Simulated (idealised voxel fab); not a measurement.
process module | voxel air gaps
Cross-sectional view cut (width: 190 nm; square cell size: 5 nm).
A cross-section in this document is a grid of square cells, and it is written down as bands, the top band listed before the ones below it; a band is made up of one or more rows of cells. A band entry consists of two parts. The first gives the height of the band's top and the height of its bottom, in nm. The rest lists the band's materials from left to right, each with its width in nm. A single material labelled with the word "everywhere" fills the band from edge to edge, and the word "air" marks empty space. For the purposes of this specification, 0 denotes the height below which the wafer in its as-received condition is composed wholly of one material, and the lowermost band, lacking a lower limit, extends downward without end, as expressed in "0..down". Width "30..40": first value at the band's top row of cells, second value at its bottom row, equal change from row to row. Where the words "identical to before" appear for a step, the cross-section shows no cell changed by that step; every cell remained as before. In "Closed void roster" the enclosed voids are listed, meaning empty spaces of 8 cells or larger without any opening to the top. The form is width x height at distance, distance from the left edge, units nm. after a step's settings: what the simulator itself notes on the step. Steps that use a mask can have "overlay nm" on their line. It says how far the mask sat to the right of where it was meant to be. Negative means to the left.

## Process steps - plan
step 1: RECEIVE with material Si
step 2: CONFORMAL_DEP with material SiO2, thk nm 15
step 3: CONFORMAL_DEP with material SiCN, thk nm 5
step 4: DIRECTIONAL_DEP with material SiO2, thk nm 30
step 5: PATTERN with tone open, mask id LINES, material resist, width nm 15, pitch nm 45, thk nm 20, overlay nm 0
step 6: DIRECTIONAL_ETCH with etch materials SiO2, depth nm 30
step 7: STRIP with etch materials resist
step 8: CONFORMAL_DEP with material TiN, thk nm 5
step 9: FILL_DEP with material W, thk nm 5
step 10: CMP with height nm 50
step 11: EPI with material Ru, thk nm 10
step 12: SELECTIVE_ETCH with etch materials SiO2, depth nm 40
step 13: CONFORMAL_DEP with material SiCN, thk nm 5

## Wafer as received: cross-section following step 1
0..down | Si everywhere
Closed void roster: none

## Post-module cross-section of the first of two wafers (run per plan)
65..60 | air: 25 | SiCN: 135 | air: 30
60..50 | air: 25 | SiCN: 5 | Ru: 35 | SiCN: 10 | Ru: 35 | SiCN: 10 | Ru: 35 | SiCN: 5 | air: 30
50..45 | air: 25 | SiCN: 15 | TiN: 5 | W: 5 | TiN: 5 | SiCN: 30 | TiN: 5 | W: 5 | TiN: 5 | SiCN: 30 | TiN: 5 | W: 5 | TiN: 5 | SiCN: 15 | air: 30
45..25 | air: 35 | SiCN: 5 | TiN: 5 | W: 5 | TiN: 5 | SiCN: 5 | air: 20 | SiCN: 5 | TiN: 5 | W: 5 | TiN: 5 | SiCN: 5 | air: 20 | SiCN: 5 | TiN: 5 | W: 5 | TiN: 5 | SiCN: 5 | air: 40
25..20 | SiCN: 40 | TiN: 15 | SiCN: 30 | TiN: 15 | SiCN: 30 | TiN: 15 | SiCN: 45
20..15 | SiCN everywhere
15..0 | SiO2 everywhere
0..down | Si everywhere
Closed void roster: 20 x 20 at 60; 20 x 20 at 105

## Second wafer cross-section at end of module - shared start and plan with the first, one mistake in the run
65..60 | air: 25 | SiCN: 135 | air: 30
60..50 | air: 25 | SiCN: 5 | Ru: 35 | SiCN: 10 | Ru: 35 | SiCN: 10 | Ru: 35 | SiCN: 5 | air: 30
50..45 | air: 25 | SiCN: 15 | TiN: 5 | W: 5 | TiN: 5 | SiCN: 30 | TiN: 5 | W: 5 | TiN: 5 | SiCN: 30 | TiN: 5 | W: 5 | TiN: 5 | SiCN: 15 | air: 30
45..40 | air: 35 | SiCN: 5 | TiN: 5 | W: 5 | TiN: 5 | SiCN: 5 | air: 20 | SiCN: 5 | TiN: 5 | W: 5 | TiN: 5 | SiCN: 5 | air: 20 | SiCN: 5 | TiN: 5 | W: 5 | TiN: 5 | SiCN: 5 | air: 40
40..35 | SiCN: 40 | TiN: 15 | SiCN: 30 | TiN: 15 | SiCN: 30 | TiN: 15 | SiCN: 45
35..30 | SiCN everywhere
30..0 | SiO2 everywhere
0..down | Si everywhere
Closed void roster: none
What went wrong in running the wafer? step 2 of the plan was carried out twice
Count the cells at the end and the second wafer has more or fewer of some materials than the first: SiCN: 18 fewer | SiO2: 114 more | TiN: 18 fewer | W: 9 fewer
The first wafer finishes with 2 closed voids, while the second finishes with 0.
